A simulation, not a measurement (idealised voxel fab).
The following is a process module called voxel self aligned vias.
Displayed cross-section: cut, width of 175 nm, square cells sized 5 nm.
Cross-section format: a grid of square cells, given as bands from top to bottom; each band is one or more rows of cells. Band entry format. Leading values: height of top, height of bottom, nm. Remainder: materials in left-to-right order, each with its width in nm. Special words: "everywhere" on a single material, which then fills the band edge to edge; "blank", empty space. Heights are measured from 0, the level below which the as-received wafer is all one material; the lowest band has no bottom and continues downward, written as in "0 and below". Width "30..40": first value at the band's top row of cells, second value at its bottom row, equal change from row to row. Reading "remained the same" for a step: not a cell of the cross-section changed in it. You'll see "Closed void catalog" listing empty spaces that have no way open to the top, as long as they're 8 cells or more; the notation is width x height at distance, where the distance is from the left edge, and all of it is in nm. The remark found on a step's line after its settings is issued by the simulator itself and pertains to that step. overlay nm: mask offset rightward from planned place, masked step; negative means leftward offset.
# Below is the list of planned process steps
1) op RECEIVE | material Si
2) op CONFORMAL_DEP | material SiO2 | thk nm 15
3) op CONFORMAL_DEP | material SiCN | thk nm 5
4) op DIRECTIONAL_DEP | material lowk | thk nm 20
5) op PATTERN | tone open | mask id LINES | material resist | width nm 20 | pitch nm 70 | thk nm 15 | overlay nm 0
6) op DIRECTIONAL_ETCH | etch materials lowk | depth nm 20
7) op STRIP | etch materials resist
8) op CONFORMAL_DEP | material TiN | thk nm 5
9) op FILL_DEP | material Ru | thk nm 10
10) op CMP | height nm 40
11) op SELECTIVE_ETCH | etch materials W Ru TiN | depth nm 5
12) op FILL_DEP | material SiN | thk nm 10
13) op CMP | height nm 40
14) op DIRECTIONAL_DEP | material lowk | thk nm 20
15) op PATTERN | tone open | mask id VIAS | material resist | width nm 40 | thk nm 20 | overlay nm 0
16) op DIRECTIONAL_ETCH | etch materials lowk | depth nm 20
17) op DIRECTIONAL_ETCH | etch materials SiN | depth nm 5
18) op STRIP | etch materials resist
19) op CONFORMAL_DEP | material TiN | thk nm 5
20) op FILL_DEP | material W | thk nm 5
21) op CMP | height nm 60
22) op CONFORMAL_DEP | material SiCN | thk nm 5
# Received-state cross-section, reflecting completion of step 1
	0 and below = Si everywhere
	Closed void catalog: none
# First wafer of two, sectioned at end of module; run went per plan
	65 down to 60 = SiCN everywhere
	60 down to 45 = lowk (30)  TiN (5)  W (30)  TiN (5)  lowk (105)
	45 down to 40 = lowk (30)  TiN (15)  W (10)  TiN (15)  lowk (105)
	40 down to 35 = lowk (40)  TiN (20)  lowk (50)  SiN (20)  lowk (45)
	35 down to 25 = lowk (40)  TiN (5)  Ru (10)  TiN (5)  lowk (50)  TiN (5)  Ru (10)  TiN (5)  lowk (45)
	25 down to 20 = lowk (40)  TiN (20)  lowk (50)  TiN (20)  lowk (45)
	20 down to 15 = SiCN everywhere
	15 down to 0 = SiO2 everywhere
	0 and below = Si everywhere
	Closed void catalog: none
# Here is the second of the two wafers cut open at the end of the module - same start, same plan as the first one, but we made one mistake running it
	65 down to 60 = SiCN everywhere
	60 down to 40 = lowk (30)  TiN (5)  W (30)  TiN (5)  lowk (105)
	40 down to 35 = SiN (30)  TiN (40)  SiN (105)
	35 down to 20 = lowk (40)  TiN (5)  Ru (10)  TiN (5)  lowk (50)  TiN (5)  Ru (10)  TiN (5)  lowk (45)
	20 down to 15 = lowk (40)  TiN (20)  lowk (50)  TiN (20)  lowk (45)
	15 down to 0 = SiO2 everywhere
	0 and below = Si everywhere
	Closed void catalog: none
Deviation noted in wafer processing: step 3 in the plan did not get run; it was skipped
Wafer comparison, final, in cells, second relative to first, materials more or fewer: +4 Ru; -35 SiCN; +23 SiN; +4 TiN; +4 W
